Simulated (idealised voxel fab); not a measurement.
Presented below is a process module, voxel plated lines.
Xsec cut, 255 nm wide, square cell size 5 nm.
Heads up, the way a cross-section reads in here is a grid of square cells, handed over as bands from the top down, with every band being one or more rows of cells.
This entry defines a band. It first specifies the height of the band's top and the height of its bottom in nm, and then specifies the band's materials from left to right, stating each material with its width in nm. The word "full width" identifies a single material that fills the band from edge to edge, while the word "air" identifies empty space.
Height is counted from the level 0, under which the received wafer is composed throughout of one material. The lowest of the bands is not closed at the bottom but continues downward, in the notation "z 0 and below".
Per-row width for "30..40": begins at first number (top row of band), ends at second number (bottom row), increment between rows held constant.
When a step is marked "left unchanged", none of the cells in the cross-section changed during that step.
"Closed internal voids" means: voids of 8 cells or more that are shut off from the top with no open way through. Written width x height at distance, distance from the left edge, in nm.
On each step's line, the part that comes after the settings is the simulator's own comment on the step.
overlay nm: step with mask; distance mask lay right of planned place; negative value = left of planned place.

# Set out below are the planned steps of the process
| 1 | op RECEIVE | material Si |
| 2 | op CONFORMAL_DEP | material Al2O3 | thk nm 10 |
| 3 | op DIRECTIONAL_DEP | material TiN | thk nm 5 |
| 4 | op PATTERN | tone open | mask id LINES | material resist | width nm 20 | pitch nm 50 | thk nm 20 | overlay nm 0 |
| 5 | op EPI | material Ru | thk nm 5 |
| 6 | op STRIP | etch materials resist |
| 7 | op DIRECTIONAL_ETCH | etch materials TiN | depth nm 5 |
| 8 | op CONFORMAL_DEP | material SiCN | thk nm 5 |

# So this is the incoming wafer in cross-section - it's already been through step 1
* z 0 and below: Si full width
* Closed internal voids: none

# Cross-section, first of two wafers, end of module, run as planned
* z 25 to 20: 85 of air / 30 of SiCN / 20 of air / 30 of SiCN / 90 of air
* z 20 to 15: 85 of air / 5 of SiCN / 20 of Ru / 5 of SiCN / 20 of air / 5 of SiCN / 20 of Ru / 5 of SiCN / 90 of air
* z 15 to 10: 90 of SiCN / 20 of TiN / 30 of SiCN / 20 of TiN / 95 of SiCN
* z 10 to 0: Al2O3 full width
* z 0 and below: Si full width
* Closed internal voids: none

# Cross-section, wafer two of two, end of module: same start and plan as wafer one, one error in execution
* z 25 to 20: 95 of SiCN / 10 of air / 40 of SiCN / 10 of air / 100 of SiCN
* z 20 to 15: 90 of Ru / 5 of SiCN / 10 of air / 5 of SiCN / 30 of Ru / 5 of SiCN / 10 of air / 5 of SiCN / 95 of Ru
* z 15 to 10: 90 of TiN / 20 of SiCN / 30 of TiN / 20 of SiCN / 95 of TiN
* z 10 to 0: Al2O3 full width
* z 0 and below: Si full width
* Closed internal voids: none
Deviation from plan: for step 4, the planned setting was not used; the step was instead run as op PATTERN | tone cover | mask id LINES | material resist | width nm 20 | pitch nm 50 | thk nm 20 | overlay nm 0
End check, counted in cells, second wafer has more or fewer of these materials than the first: Ru: 35 more; TiN: 35 more
